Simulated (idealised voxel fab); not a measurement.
process module | voxel double patterning
cross-section cut | 190 nm wide | cells 5 nm
A cross-section is a grid of square cells, given in bands from the top down. A band is one or more rows of cells.
Each band's line starts with the height of the band's top and of its bottom, in nm. Then come its materials from left to right, each with its width in nm. One material with "throughout" fills the band from edge to edge. "air" is empty space.
Height 0 is the level under which the wafer as received is all one material. The lowest band goes on downwards, as in "0 down".
A width such as "30 to 40" changes by the same amount from each row of cells to the next, from the band's top row to its bottom row.
"no change" after a step means that no cell of the cross-section changed.
closed voids: empty space of 8 cells or more with no open way to the top, each as width x height at its distance from the left edge, in nm
after a step's settings: what the simulator itself notes on the step
overlay nm, on a step with a mask: how far to the right of its planned place the mask lay; to the left if negative
plan
1 op RECEIVE | material Si
2 op CONFORMAL_DEP | material SiO2 | thk nm 10
3 op DIRECTIONAL_DEP | material polySi | thk nm 15
4 op DIRECTIONAL_DEP | material SiN | thk nm 5
5 op DIRECTIONAL_DEP | material aC | thk nm 10
6 op PATTERN | tone open | mask id FIRST | material resist | width nm 15 | pitch nm 50 | thk nm 30 | overlay nm 0
7 op DIRECTIONAL_ETCH | etch materials aC | depth nm 10
8 op STRIP | etch materials resist
9 op DIRECTIONAL_ETCH | etch materials SiN | depth nm 5
10 op STRIP | etch materials aC
11 op MASKED_ETCH | tone open | mask id SECOND | width nm 15 | pitch nm 50 | etch materials SiN | depth nm 5 | overlay nm 0
12 op DIRECTIONAL_ETCH | etch materials polySi | depth nm 15
13 op STRIP | etch materials SiN
as received, after step 1
  0 down: Si throughout
  closed voids: none
first wafer at the end, as planned
  25 to 10: polySi 35 | air 15 | polySi 10 | air 15 | polySi 10 | air 15 | polySi 10 | air 15 | polySi 10 | air 15 | polySi 40
  10 to 0: SiO2 throughout
  0 down: Si throughout
  closed voids: none
second wafer at the end: like start, like plan, one mistake
  40 to 25: polySi 35 | air 15 | polySi 10 | air 15 | polySi 10 | air 15 | polySi 10 | air 15 | polySi 10 | air 15 | polySi 40
  25 to 10: polySi throughout
  10 to 0: SiO2 throughout
  0 down: Si throughout
  closed voids: none
what went wrong: step 3 was run twice
at the end the second wafer has, in cells: 114 more of polySi
